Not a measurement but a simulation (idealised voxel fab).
The document below concerns the process module designated voxel transistor to metal.
Each square cell in cross-section cut measures 5 nm, and the section as a whole is 170 nm wide.
This document writes a cross-section as a grid whose cells are square, and gives it as bands, listed from the top down; one or more rows of cells form a band. Per band: top height and bottom height in nm, followed by the left-to-right materials and their widths in nm; "everywhere" marks a single material spanning edge to edge, "empty" marks empty space. A quick word on heights: they are counted from 0, and under that level the wafer as it came to us is one material throughout. The lowest band is different from the rest in having no bottom; it simply continues downward, written as in "0..down". Note: "30..40" means the width goes from the first number (top row of the band) to the second number (bottom row) in equal steps per row of cells. Where a step carries "stayed the same", the cross-section came out of it unchanged, cell for cell. "Sealed voids": sealed empty spaces, 8 cells or more, no open way to top, listed width x height at distance, with distance from the left edge and width, height and distance in nm. Read whatever lies past the settings on a step's line as the simulator's own remark about the step. On any step carrying a mask, the "overlay nm" setting, if present on the step's line, tells how far right of its planned place the mask lay; negative values point to the left.

THE FOLLOWING LIST GIVES THE PLANNED PROCESS STEPS
1. RECEIVE with material Si
2. OXIDIZE with depth nm 5
3. CONFORMAL_DEP with material SiN, thk nm 15
4. PATTERN with tone cover, mask id ACTIVE, material resist, width nm 110, thk nm 15, overlay nm 0
5. DIRECTIONAL_ETCH with etch materials SiN, depth nm 15
6. DIRECTIONAL_ETCH with etch materials SiO2, depth nm 5
7. DIRECTIONAL_ETCH with etch materials Si, depth nm 25
8. STRIP with etch materials resist
9. FILL_DEP with material SiO2, thk nm 15
10. CMP with height nm 15
11. SELECTIVE_ETCH with etch materials SiO2, depth nm 10
12. STRIP with etch materials SiN
13. SELECTIVE_ETCH with etch materials SiO2, depth nm 5
14. OXIDIZE with depth nm 5
15. DIRECTIONAL_DEP with material polySi, thk nm 30
16. DIRECTIONAL_DEP with material SiCN, thk nm 10
17. MASKED_ETCH with tone cover, mask id GATE, width nm 20, etch materials SiCN, depth nm 20, overlay nm 0
18. MASKED_ETCH with tone cover, mask id GATE, width nm 20, etch materials polySi, depth nm 40, overlay nm 0
19. CONFORMAL_DEP with material SiO2, thk nm 5
20. DIRECTIONAL_ETCH with etch materials SiO2, depth nm 5
21. CONFORMAL_DEP with material SiN, thk nm 5
22. DIRECTIONAL_ETCH with etch materials SiN, depth nm 5
23. DIRECTIONAL_ETCH with etch materials SiO2, depth nm 5
24. DIRECTIONAL_ETCH with etch materials Si, depth nm 15
25. EPI with material nSi, thk nm 20
26. FILL_DEP with material SiO2, thk nm 5
27. CMP with height nm 35
28. DIRECTIONAL_DEP with material SiO2, thk nm 15
29. PATTERN with tone open, mask id CONTACT, material resist, width nm 30, pitch nm 60, thk nm 15, overlay nm 0
30. DIRECTIONAL_ETCH with etch materials SiO2, depth nm 40
31. STRIP with etch materials resist
32. CONFORMAL_DEP with material TiN, thk nm 5
33. FILL_DEP with material W, thk nm 10
34. CMP with height nm 50
35. DIRECTIONAL_DEP with material TiN, thk nm 5
36. DIRECTIONAL_DEP with material W, thk nm 15
37. PATTERN with tone cover, mask id METAL_1, material resist, width nm 20, pitch nm 70, thk nm 15, overlay nm 0
38. DIRECTIONAL_ETCH with etch materials W, depth nm 15
39. DIRECTIONAL_ETCH with etch materials TiN, depth nm 5
40. STRIP with etch materials resist
41. CONFORMAL_DEP with material SiN, thk nm 5
42. FILL_DEP with material lowk, thk nm 10
43. CMP with height nm 70
44. CONFORMAL_DEP with material SiCN, thk nm 5
45. DIRECTIONAL_DEP with material lowk, thk nm 25
46. DIRECTIONAL_DEP with material aC, thk nm 10
47. PATTERN with tone open, mask id METAL_2_HOLES, material resist, width nm 15, pitch nm 70, thk nm 25, overlay nm 0
48. DIRECTIONAL_ETCH with etch materials aC, depth nm 10
49. STRIP with etch materials resist
50. DIRECTIONAL_ETCH with etch materials lowk, depth nm 25
51. STRIP with etch materials aC
52. MASKED_ETCH with tone open, mask id METAL_2, width nm 20, pitch nm 70, etch materials lowk, depth nm 15, overlay nm 0
53. MASKED_ETCH with tone open, mask id METAL_2, width nm 20, pitch nm 70, etch materials SiCN, depth nm 5, overlay nm 0
54. CONFORMAL_DEP with material TiN, thk nm 5
55. FILL_DEP with material Cu, thk nm 10
56. CMP with height nm 100
57. CONFORMAL_DEP with material SiCN, thk nm 5

CROSS-SECTION: WAFER ON ARRIVAL = AFTER STEP 1
	0..down | Si everywhere
	Sealed voids: none

THE MODULE WAS RUN FROM THE START SHOWN ABOVE USING THE PLAN SHOWN ABOVE, BUT ONE MISTAKE WAS MADE DOING IT; THE RESULTING WAFER CROSS-SECTION IS BELOW
	105..100 | SiCN everywhere
	100..90 | lowk (40); TiN (5); Cu (10); TiN (5); lowk (50); TiN (5); Cu (10); TiN (5); lowk (40)
	90..85 | lowk (40); TiN (5); Cu (5); TiN (10); lowk (50); TiN (5); Cu (5); TiN (10); lowk (40)
	85..75 | lowk (40); TiN (5); Cu (5); TiN (5); lowk (55); TiN (5); Cu (5); TiN (5); lowk (45)
	75..70 | SiCN (40); TiN (15); SiCN (55); TiN (15); SiCN (45)
	70..55 | lowk (35); SiN (5); W (20); SiN (5); lowk (40); SiN (5); W (20); SiN (5); lowk (35)
	55..50 | SiN (40); TiN (20); SiN (50); TiN (20); SiN (40)
	50..40 | SiO2 (40); TiN (5); W (20); TiN (5); SiO2 (30); TiN (5); W (20); TiN (5); SiO2 (40)
	40..35 | SiO2 (40); TiN (30); SiO2 (30); TiN (30); SiO2 (40)
	35..30 | SiCN (75); SiO2 (5); SiN (10); SiO2 (5); SiCN (75)
	30..25 | polySi (25); SiCN (50); SiO2 (5); SiN (10); SiO2 (5); SiCN (50); polySi (25)
	25..0 | polySi everywhere
	0..-5 | SiO2 (25); polySi (120); SiO2 (25)
	-5..-10 | SiO2 everywhere
	-10..-30 | SiO2 (30); Si (110); SiO2 (30)
	-30..down | Si everywhere
	Sealed voids: none
what went wrong: contrary to plan, step 17 was performed as MASKED_ETCH with tone open, mask id GATE, width nm 20, etch materials SiCN, depth nm 20, overlay nm 0
